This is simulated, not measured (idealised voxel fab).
Title: Process Module voxel transistor to metal
cross-section cut | 300 nm wide | cells 5 nm
A cross-section is written here as square cells arranged in a grid, and it is given in bands from the top down, each band taking up one or more rows of cells. Top, bottom (nm), then materials left to right with widths (nm); lone material tagged "edge to edge" fills the whole band edge to edge; "blank" = empty space. The reference from which all heights are counted is 0, the level beneath which the as-received wafer is entirely one material; the lowest band, having no lower bound, proceeds downward and is written after the example "0..down". You'd read "30 to 40" like this: the band's top row of cells is as wide as the first number, its bottom row is as wide as the second, and going down, every row changes width by the same amount as the row before did. No cell of the cross-section changed in a step that is given as "nothing changed". Enclosed voids (no open way to top), threshold 8 cells or more, entry "Closed empty spaces", notation width x height at distance, distance from left edge, nm. Post-settings text on a step line: simulator's own remark regarding the step. When a step includes a mask, the "overlay nm" setting on its line states how far to the right of its planned place that mask lay, and negative values state how far to the left.

Process steps foreseen in the plan:
1) op RECEIVE | material Si
2) op OXIDIZE | depth nm 5
3) op CONFORMAL_DEP | material SiN | thk nm 10
4) op MASKED_ETCH | tone cover | mask id ACTIVE | width nm 115 | pitch nm 140 | etch materials SiN | depth nm 10 | overlay nm 0
5) op MASKED_ETCH | tone cover | mask id ACTIVE | width nm 115 | pitch nm 140 | etch materials SiO2 | depth nm 5 | overlay nm 0
6) op MASKED_ETCH | tone cover | mask id ACTIVE | width nm 115 | pitch nm 140 | etch materials Si | depth nm 35 | overlay nm 0
7) op OXIDIZE | depth nm 5
8) op FILL_DEP | material SiO2 | thk nm 5
9) op CMP | height nm 10
10) op SELECTIVE_ETCH | etch materials SiO2 | depth nm 10
11) op STRIP | etch materials SiN
12) op SELECTIVE_ETCH | etch materials SiO2 | depth nm 5
13) op OXIDIZE | depth nm 5
14) op DIRECTIONAL_DEP | material polySi | thk nm 30
15) op DIRECTIONAL_DEP | material SiCN | thk nm 15
16) op PATTERN | tone cover | mask id GATE | material resist | width nm 35 | pitch nm 140 | thk nm 15 | overlay nm 0
17) op DIRECTIONAL_ETCH | etch materials SiCN | depth nm 25
18) op DIRECTIONAL_ETCH | etch materials polySi | depth nm 40
19) op STRIP | etch materials resist
20) op CONFORMAL_DEP | material SiO2 | thk nm 5
21) op DIRECTIONAL_ETCH | etch materials SiO2 | depth nm 5
22) op CONFORMAL_DEP | material SiN | thk nm 10
23) op DIRECTIONAL_ETCH | etch materials SiN | depth nm 10
24) op DIRECTIONAL_ETCH | etch materials SiO2 | depth nm 5
25) op DIRECTIONAL_ETCH | etch materials Si | depth nm 10
26) op EPI | material nSi | thk nm 10
27) op FILL_DEP | material SiO2 | thk nm 10
28) op CMP | height nm 25
29) op STRIP | etch materials polySi
30) op SELECTIVE_ETCH | etch materials SiO2 | depth nm 5
31) op CONFORMAL_DEP | material HfO2 | thk nm 5
32) op CONFORMAL_DEP | material TiN | thk nm 5
33) op FILL_DEP | material W | thk nm 10
34) op CMP | height nm 20
35) op DIRECTIONAL_DEP | material SiO2 | thk nm 15
36) op DIRECTIONAL_DEP | material aC | thk nm 15
37) op PATTERN | tone open | mask id CONTACT | material resist | width nm 20 | thk nm 30 | overlay nm 0
38) op DIRECTIONAL_ETCH | etch materials aC | depth nm 15
39) op STRIP | etch materials resist
40) op DIRECTIONAL_ETCH | etch materials SiO2 | depth nm 45
41) op STRIP | etch materials aC
42) op CONFORMAL_DEP | material TiN | thk nm 5
43) op FILL_DEP | material W | thk nm 5
44) op CMP | height nm 35
45) op DIRECTIONAL_DEP | material TiN | thk nm 5
46) op DIRECTIONAL_DEP | material W | thk nm 20
47) op DIRECTIONAL_DEP | material aC | thk nm 10
48) op PATTERN | tone cover | mask id METAL_1 | material resist | width nm 20 | thk nm 25 | overlay nm 0
49) op DIRECTIONAL_ETCH | etch materials aC | depth nm 10
50) op STRIP | etch materials resist
51) op DIRECTIONAL_ETCH | etch materials W | depth nm 20
52) op DIRECTIONAL_ETCH | etch materials TiN | depth nm 5
53) op STRIP | etch materials aC
54) op FILL_DEP | material lowk | thk nm 10
55) op CMP | height nm 60
56) op CONFORMAL_DEP | material SiN | thk nm 5

So this is the incoming wafer in cross-section - it's already been through step 1:
    0..down = Si edge to edge
    Closed empty spaces: none

Cross-sectional image of the first of two wafers at the end of the module, the run having proceeded as planned:
    65..60 = SiN edge to edge
    60..40 = 25 of lowk / 20 of W / 65 of lowk / 20 of W / 35 of lowk / 20 of W / 65 of lowk / 20 of W / 30 of lowk
    40..35 = 25 of lowk / 20 of TiN / 65 of lowk / 20 of TiN / 35 of lowk / 20 of TiN / 65 of lowk / 20 of TiN / 30 of lowk
    35..20 = 25 of SiO2 / 5 of TiN / 10 of W / 5 of TiN / 65 of SiO2 / 5 of TiN / 10 of W / 5 of TiN / 35 of SiO2 / 5 of TiN / 10 of W / 5 of TiN / 65 of SiO2 / 5 of TiN / 10 of W / 5 of TiN / 30 of SiO2
    20..5 = 25 of SiO2 / 5 of TiN / 10 of W / 5 of TiN / 10 of SiN / 5 of HfO2 / 5 of TiN / 25 of W / 5 of TiN / 5 of HfO2 / 10 of SiN / 5 of TiN / 10 of W / 5 of TiN / 35 of SiO2 / 5 of TiN / 10 of W / 5 of TiN / 10 of SiN / 5 of HfO2 / 5 of TiN / 25 of W / 5 of TiN / 5 of HfO2 / 10 of SiN / 5 of TiN / 10 of W / 5 of TiN / 30 of SiO2
    5..0 = 25 of SiO2 / 20 of TiN / 10 of SiN / 5 of HfO2 / 5 of TiN / 25 of W / 5 of TiN / 5 of HfO2 / 10 of SiN / 20 of TiN / 35 of SiO2 / 20 of TiN / 10 of SiN / 5 of HfO2 / 5 of TiN / 25 of W / 5 of TiN / 5 of HfO2 / 10 of SiN / 20 of TiN / 30 of SiO2
    0..-5 = 25 of SiO2 / 10 of TiN / 10 of nSi / 10 of SiN / 5 of HfO2 / 35 of TiN / 5 of HfO2 / 10 of SiN / 10 of nSi / 10 of TiN / 35 of SiO2 / 10 of TiN / 10 of nSi / 10 of SiN / 5 of HfO2 / 35 of TiN / 5 of HfO2 / 10 of SiN / 10 of nSi / 10 of TiN / 30 of SiO2
    -5..-10 = 25 of SiO2 / 10 of TiN / 10 of nSi / 10 of SiO2 / 45 of HfO2 / 10 of SiO2 / 10 of nSi / 10 of TiN / 35 of SiO2 / 10 of TiN / 10 of nSi / 10 of SiO2 / 45 of HfO2 / 10 of SiO2 / 10 of nSi / 10 of TiN / 30 of SiO2
    -10..-20 = 25 of SiO2 / 20 of nSi / 65 of Si / 20 of nSi / 35 of SiO2 / 20 of nSi / 65 of Si / 20 of nSi / 30 of SiO2
    -20..-45 = 25 of SiO2 / 105 of Si / 35 of SiO2 / 105 of Si / 30 of SiO2
    -45..down = Si edge to edge
    Closed empty spaces: none

Now the second wafer, cross-sectioned at the end of the module. Nothing different at the start, nothing different in the plan compared with the first, just one mistake when it was actually run:
    65..60 = SiN edge to edge
    60..40 = 25 of lowk / 20 of W / 65 of lowk / 20 of W / 35 of lowk / 20 of W / 65 of lowk / 20 of W / 30 of lowk
    40..35 = 25 of lowk / 20 of TiN / 65 of lowk / 20 of TiN / 35 of lowk / 20 of TiN / 65 of lowk / 20 of TiN / 30 of lowk
    35..20 = 25 of SiO2 / 5 of TiN / 10 of W / 5 of TiN / 65 of SiO2 / 5 of TiN / 10 of W / 5 of TiN / 35 of SiO2 / 5 of TiN / 10 of W / 5 of TiN / 65 of SiO2 / 5 of TiN / 10 of W / 5 of TiN / 30 of SiO2
    20..10 = 25 of SiO2 / 5 of TiN / 10 of W / 5 of TiN / 10 of SiN / 5 of HfO2 / 5 of TiN / 25 of W / 5 of TiN / 5 of HfO2 / 10 of SiN / 5 of TiN / 10 of W / 5 of TiN / 35 of SiO2 / 5 of TiN / 10 of W / 5 of TiN / 10 of SiN / 5 of HfO2 / 5 of TiN / 25 of W / 5 of TiN / 5 of HfO2 / 10 of SiN / 5 of TiN / 10 of W / 5 of TiN / 30 of SiO2
    10..5 = 25 of SiO2 / 20 of TiN / 10 of SiN / 5 of HfO2 / 5 of TiN / 25 of W / 5 of TiN / 5 of HfO2 / 10 of SiN / 20 of TiN / 35 of SiO2 / 20 of TiN / 10 of SiN / 5 of HfO2 / 5 of TiN / 25 of W / 5 of TiN / 5 of HfO2 / 10 of SiN / 20 of TiN / 30 of SiO2
    5..0 = 45 of SiO2 / 10 of SiN / 5 of HfO2 / 5 of TiN / 25 of W / 5 of TiN / 5 of HfO2 / 10 of SiN / 75 of SiO2 / 10 of SiN / 5 of HfO2 / 5 of TiN / 25 of W / 5 of TiN / 5 of HfO2 / 10 of SiN / 50 of SiO2
    0..-5 = 35 of SiO2 / 10 of nSi / 10 of SiN / 5 of HfO2 / 35 of TiN / 5 of HfO2 / 10 of SiN / 10 of nSi / 55 of SiO2 / 10 of nSi / 10 of SiN / 5 of HfO2 / 35 of TiN / 5 of HfO2 / 10 of SiN / 10 of nSi / 40 of SiO2
    -5..-10 = 35 of SiO2 / 10 of nSi / 10 of SiO2 / 45 of HfO2 / 10 of SiO2 / 10 of nSi / 55 of SiO2 / 10 of nSi / 10 of SiO2 / 45 of HfO2 / 10 of SiO2 / 10 of nSi / 40 of SiO2
    -10..-20 = 25 of SiO2 / 20 of nSi / 65 of Si / 20 of nSi / 35 of SiO2 / 20 of nSi / 65 of Si / 20 of nSi / 30 of SiO2
    -20..-45 = 25 of SiO2 / 105 of Si / 35 of SiO2 / 105 of Si / 30 of SiO2
    -45..down = Si edge to edge
    Closed empty spaces: none
Nonconformance to the process plan: plan step 35 was twice executed
Looking at both finished wafers in cells, the second ends up ahead of or behind the first on some materials: 32 more of SiO2; 24 fewer of TiN; 8 fewer of W
